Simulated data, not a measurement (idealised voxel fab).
A process module follows: voxel self aligned contacts.
cross-section cut | 270 nm wide | cells 5 nm
Notation: cross-section as square-cell grid; stated in bands, top first, going down; one or more cell rows per band.
Basically the band line says how high the top is and how high the bottom is, in nm, and then what's in it from left to right, every material with its width in nm. Empty space shows up as "air", and if a single material carries "full width" it runs the full band edge to edge.
Heads up on the height convention: 0 is the point under which the incoming wafer is all one material, and the lowest band has no bottom, it just keeps going down, like "0..down".
It should be noted that a width expressed as "30..40" varies in equal increments from row to row of cells within the band, taking the value of the first number at the top row and that of the second number at the bottom row.
"changes: none" (step): cross-section cells unchanged, all of them.
Entry "Sealed voids". Content: empty spaces with no open connection to the top, size 8 cells or greater. Each: width x height at distance. Distance: from left edge. Unit: nm.
Formally, on a step line, whatever follows the settings is a remark that the simulator itself makes on the step.
"overlay nm", when on a step's line for a step with a mask, measures how far to the right of its planned place the mask lay; a negative measure means to the left.

**The process steps that were planned are listed below**
step 1: RECEIVE with material Si
step 2: OXIDIZE with depth nm 5
step 3: DIRECTIONAL_DEP with material polySi, thk nm 30
step 4: DIRECTIONAL_DEP with material SiN, thk nm 15
step 5: MASKED_ETCH with tone cover, mask id GATE, width nm 25, pitch nm 55, etch materials SiN, depth nm 15, overlay nm 0
step 6: MASKED_ETCH with tone cover, mask id GATE, width nm 25, pitch nm 55, etch materials polySi, depth nm 30, overlay nm 0
step 7: CONFORMAL_DEP with material SiN, thk nm 5
step 8: DIRECTIONAL_ETCH with etch materials SiN, depth nm 5
step 9: FILL_DEP with material SiO2, thk nm 10
step 10: CMP with height nm 50
step 11: MASKED_ETCH with tone open, mask id CONTACT, width nm 40, pitch nm 55, etch materials SiO2, depth nm 55, overlay nm 0
step 12: CONFORMAL_DEP with material TiN, thk nm 5
step 13: FILL_DEP with material Ru, thk nm 10
step 14: CMP with height nm 50
step 15: CONFORMAL_DEP with material SiCN, thk nm 5

**This is the cross-section of the wafer as we received it, i.e. after step 1**
    0..down = Si full width
    Sealed voids: none

**Result of the module, cross-sectioned: start per above, plan per above, one error in how it was run**
    55..50 = SiCN full width
    50..45 = 85 of SiO2  40 of TiN  15 of SiO2  40 of TiN  90 of SiO2
    45..30 = 70 of SiN  15 of SiO2  40 of SiN  15 of SiO2  40 of SiN  15 of SiO2  75 of SiN
    30..0 = polySi full width
    0..-5 = SiO2 full width
    -5..down = Si full width
    Sealed voids: none
Short version of what went wrong: step 5 off recipe, ran as MASKED_ETCH with tone open, mask id GATE, width nm 25, pitch nm 55, etch materials SiN, depth nm 15, overlay nm 0
